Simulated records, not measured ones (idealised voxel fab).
Process module heading - voxel double patterning
Cross-section cut: width 230 nm, square cells of 5 nm.
Cross-section = grid of square cells, listed top down in bands; band = one or more rows.
First you get the band's top height and its bottom height, in nm, and then the materials it's made of, left to right, with each width in nm. If you see a single material with "everywhere", that one covers the band edge to edge. "blank" is empty space.
The level at which height equals 0 is the one under which the wafer, as it arrives, is entirely one material. No lower edge exists for the bottom band, which continues downward and is notated as in "0 down".
Read "30 to 40" as a graded width: first number on top, second number at the bottom, same change between each pair of neighbouring rows.
"no change occurred" after a step means that no cell of the cross-section changed.
For the entry "Closed void entries", the listed items are empty spaces with no open way to the top whose size is 8 cells or more; each item follows the pattern width x height at distance, where distance is from the left edge and all three are in nm.
What comes after the settings on a step's line is commentary from the simulator itself on that step.
Regarding "overlay nm": on a step with a mask, it is the distance the mask lay to the right of its planned place; a negative value places it to the left.
# Process steps foreseen in the plan
1) RECEIVE, material Si
2) CONFORMAL_DEP, material SiN, thk nm 5
3) DIRECTIONAL_DEP, material SiO2, thk nm 15
4) DIRECTIONAL_DEP, material SiCN, thk nm 10
5) PATTERN, tone open, mask id FIRST, material resist, width nm 15, pitch nm 50, thk nm 15, overlay nm 0
6) DIRECTIONAL_ETCH, etch materials SiCN, depth nm 10
7) STRIP, etch materials resist
8) PATTERN, tone open, mask id SECOND, material resist, width nm 15, pitch nm 50, thk nm 20, overlay nm 0
9) DIRECTIONAL_ETCH, etch materials SiCN, depth nm 10
10) STRIP, etch materials resist
11) DIRECTIONAL_ETCH, etch materials SiO2, depth nm 15
12) STRIP, etch materials SiCN
# The first of a set of two wafers, run to plan
# Cross-sectional view of the wafer in its as-received condition, corresponding to the state after step 1
    0 down | Si everywhere
    Closed void entries: none
# Step 2 done - wafer cross-section
    5 to 0 | SiN everywhere
    below 0: unchanged
# Step 3 done - wafer cross-section
    20 to 5 | SiO2 everywhere
    below 5: unchanged
# Step 4 done - wafer cross-section
    30 to 20 | SiCN everywhere
    below 20: unchanged
# Step 5 done - wafer cross-section
    45 to 30 | 55 resist, 15 blank, 35 resist, 15 blank, 35 resist, 15 blank, 60 resist
    below 30: unchanged
# Step 6 done - wafer cross-section
    45 to 30 | 55 resist, 15 blank, 35 resist, 15 blank, 35 resist, 15 blank, 60 resist
    30 to 20 | 55 SiCN, 15 blank, 35 SiCN, 15 blank, 35 SiCN, 15 blank, 60 SiCN
    below 20: unchanged
# Step 7 done - wafer cross-section
    30 to 20 | 55 SiCN, 15 blank, 35 SiCN, 15 blank, 35 SiCN, 15 blank, 60 SiCN
    below 20: unchanged
# Step 8 done - wafer cross-section
    50 to 30 | 80 resist, 15 blank, 35 resist, 15 blank, 85 resist
    30 to 20 | 55 SiCN, 15 resist, 35 SiCN, 15 resist, 35 SiCN, 15 resist, 60 SiCN
    below 20: unchanged
# Step 9 done - wafer cross-section
    50 to 30 | 80 resist, 15 blank, 35 resist, 15 blank, 85 resist
    30 to 20 | 55 SiCN, 15 resist, 10 SiCN, 15 blank, 10 SiCN, 15 resist, 10 SiCN, 15 blank, 10 SiCN, 15 resist, 60 SiCN
    below 20: unchanged
# Step 10 done - wafer cross-section
    30 to 20 | 55 SiCN, 15 blank, 10 SiCN, 15 blank, 10 SiCN, 15 blank, 10 SiCN, 15 blank, 10 SiCN, 15 blank, 60 SiCN
    below 20: unchanged
# Step 11 done - wafer cross-section
    30 to 20 | 55 SiCN, 15 blank, 10 SiCN, 15 blank, 10 SiCN, 15 blank, 10 SiCN, 15 blank, 10 SiCN, 15 blank, 60 SiCN
    20 to 5 | 55 SiO2, 15 blank, 10 SiO2, 15 blank, 10 SiO2, 15 blank, 10 SiO2, 15 blank, 10 SiO2, 15 blank, 60 SiO2
    below 5: unchanged
# Step 12 done - wafer cross-section
    20 to 5 | 55 SiO2, 15 blank, 10 SiO2, 15 blank, 10 SiO2, 15 blank, 10 SiO2, 15 blank, 10 SiO2, 15 blank, 60 SiO2
    below 5: unchanged
# The second wafer was prepared from the same starting point and under the same plan as the first; its processing contained one mistake, and it remains indistinguishable from the first wafer up to and including step 7
# Look at the second wafer in cross-section at the time step 8 ought to have finished
    50 to 30 | 75 resist, 25 blank, 25 resist, 25 blank, 80 resist
    30 to 20 | 55 SiCN, 15 resist, 35 SiCN, 15 resist, 35 SiCN, 15 resist, 60 SiCN
    below 20: unchanged
# Look at the second wafer in cross-section at the time step 9 ought to have finished
    50 to 30 | 75 resist, 25 blank, 25 resist, 25 blank, 80 resist
    30 to 20 | 55 SiCN, 15 resist, 5 SiCN, 25 blank, 5 SiCN, 15 resist, 5 SiCN, 25 blank, 5 SiCN, 15 resist, 60 SiCN
    below 20: unchanged
# Look at the second wafer in cross-section at the time step 10 ought to have finished
    30 to 20 | 55 SiCN, 15 blank, 5 SiCN, 25 blank, 5 SiCN, 15 blank, 5 SiCN, 25 blank, 5 SiCN, 15 blank, 60 SiCN
    below 20: unchanged
# Look at the second wafer in cross-section at the time step 11 ought to have finished
    30 to 20 | 55 SiCN, 15 blank, 5 SiCN, 25 blank, 5 SiCN, 15 blank, 5 SiCN, 25 blank, 5 SiCN, 15 blank, 60 SiCN
    20 to 5 | 55 SiO2, 15 blank, 5 SiO2, 25 blank, 5 SiO2, 15 blank, 5 SiO2, 25 blank, 5 SiO2, 15 blank, 60 SiO2
    below 5: unchanged
# Look at the second wafer in cross-section at the time step 12 ought to have finished
    20 to 5 | 55 SiO2, 15 blank, 5 SiO2, 25 blank, 5 SiO2, 15 blank, 5 SiO2, 25 blank, 5 SiO2, 15 blank, 60 SiO2
    below 5: unchanged
Heads up, the wafer didn't run the way we planned it: for step 8, the planned setting was not used; the step was instead run as PATTERN, tone open, mask id SECOND, material resist, width nm 25, pitch nm 50, thk nm 20, overlay nm 0
End of process, cell counts, second wafer against first, materials with more or fewer: SiO2: 12 fewer
